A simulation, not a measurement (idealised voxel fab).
process module | voxel ribs on slabs
cross-section cut | 200 nm wide | cells 5 nm
A cross-section is a grid of square cells, given in bands from the top down. A band is one or more rows of cells.
Each band's line starts with the height of the band's top and of its bottom, in nm. Then come its materials from left to right, each with its width in nm. One material with "throughout" fills the band from edge to edge. "air" is empty space.
Height 0 is the level under which the wafer as received is all one material. The lowest band goes on downwards, as in "0 down".
A width such as "30 to 40" changes by the same amount from each row of cells to the next, from the band's top row to its bottom row.
"no change" after a step means that no cell of the cross-section changed.
closed voids: empty space of 8 cells or more with no open way to the top, each as width x height at its distance from the left edge, in nm
after a step's settings: what the simulator itself notes on the step
overlay nm, on a step with a mask: how far to the right of its planned place the mask lay; to the left if negative
plan
1 op RECEIVE | material Si
2 op DIRECTIONAL_DEP | material SiO2 | thk nm 25
3 op DIRECTIONAL_DEP | material SiN | thk nm 20
4 op DIRECTIONAL_DEP | material aC | thk nm 10
5 op PATTERN | tone cover | mask id RIB | material resist | width nm 20 | thk nm 30 | overlay nm 0
6 op DIRECTIONAL_ETCH | etch materials aC | depth nm 10
7 op STRIP | etch materials resist
8 op DIRECTIONAL_ETCH | etch materials SiN | depth nm 10
9 op STRIP | etch materials aC
10 op PATTERN | tone cover | mask id SLAB | material resist | width nm 80 | thk nm 15 | overlay nm 0
11 op DIRECTIONAL_ETCH | etch materials SiN | depth nm 10
12 op STRIP | etch materials resist
13 op FILL_DEP | material SiO2 | thk nm 25
14 op CMP | height nm 65
15 op DIRECTIONAL_DEP | material W | thk nm 10
16 op PATTERN | tone cover | mask id HEATER | material resist | width nm 30 | thk nm 20 | overlay nm 0
17 op DIRECTIONAL_ETCH | etch materials W | depth nm 10
18 op STRIP | etch materials resist
19 op CONFORMAL_DEP | material SiN | thk nm 5
as received, after step 1
  0 down: Si throughout
  closed voids: none
a wafer at the end: this start, this plan, one mistake
  75 to 65: air 85 | W 30 | air 85
  65 to 45: SiO2 throughout
  45 to 35: SiO2 90 | SiN 20 | SiO2 90
  35 to 25: SiO2 60 | SiN 80 | SiO2 60
  25 to 0: SiO2 throughout
  0 down: Si throughout
  closed voids: none
what went wrong: step 19 was left out
